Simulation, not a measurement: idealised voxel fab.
Process module, titled voxel lift off
Square cell edge 5 nm, section width 205 nm, ID cut.
A cross-section is a grid of square cells, given in bands from the top down. A band is one or more rows of cells.
A band entry consists of two parts. The first gives the height of the band's top and the height of its bottom, in nm. The rest lists the band's materials from left to right, each with its width in nm. A single material labelled with the word "full width" fills the band from edge to edge, and the word "blank" marks empty space.
Where do heights start? At 0: under that level the wafer as delivered is made of one material only. And the lowest band has no floor; it just carries on downward, as in "0 and below".
Top row gets the first number, bottom row gets the second, and each row in between changes by the same step: that is how a band width like "30->40" works.
Take "all unchanged" at face value: in the step it is given for, the cross-section changed in none of its cells.
In "Closed cavity list" the enclosed voids are listed, meaning empty spaces of 8 cells or larger without any opening to the top. The form is width x height at distance, distance from the left edge, units nm.
On each step's line, the part that comes after the settings is the simulator's own comment on the step.
overlay nm: right-of-plan distance of the mask on a masked step; negative values mean left-of-plan.

## List of planned process steps
step 1: RECEIVE (material Si)
step 2: CONFORMAL_DEP (material SiN; thk nm 5)
step 3: PATTERN (tone open; mask id LINES; material resist; width nm 15; pitch nm 40; thk nm 25; overlay nm 0)
step 4: DIRECTIONAL_DEP (material Ru; thk nm 15)
step 5: STRIP (etch materials resist)
step 6: CONFORMAL_DEP (material SiO2; thk nm 5)

## as received, after step 1
  0 and below: Si full width
  Closed cavity list: none

## The plan above was carried out on the starting structure above with one mistake, and this cross-section shows the wafer at the end of the module
  25 down to 20: blank 70 / SiO2 30 / blank 10 / SiO2 30 / blank 65
  20 down to 10: blank 70 / SiO2 5 / Ru 20 / SiO2 5 / blank 10 / SiO2 5 / Ru 20 / SiO2 5 / blank 65
  10 down to 5: SiO2 75 / Ru 20 / SiO2 20 / Ru 20 / SiO2 70
  5 down to 0: SiN full width
  0 and below: Si full width
  Closed cavity list: none
Processing error: for step 3, the planned setting was not used; the step was instead run as PATTERN (tone open; mask id LINES; material resist; width nm 20; pitch nm 40; thk nm 25; overlay nm 0)
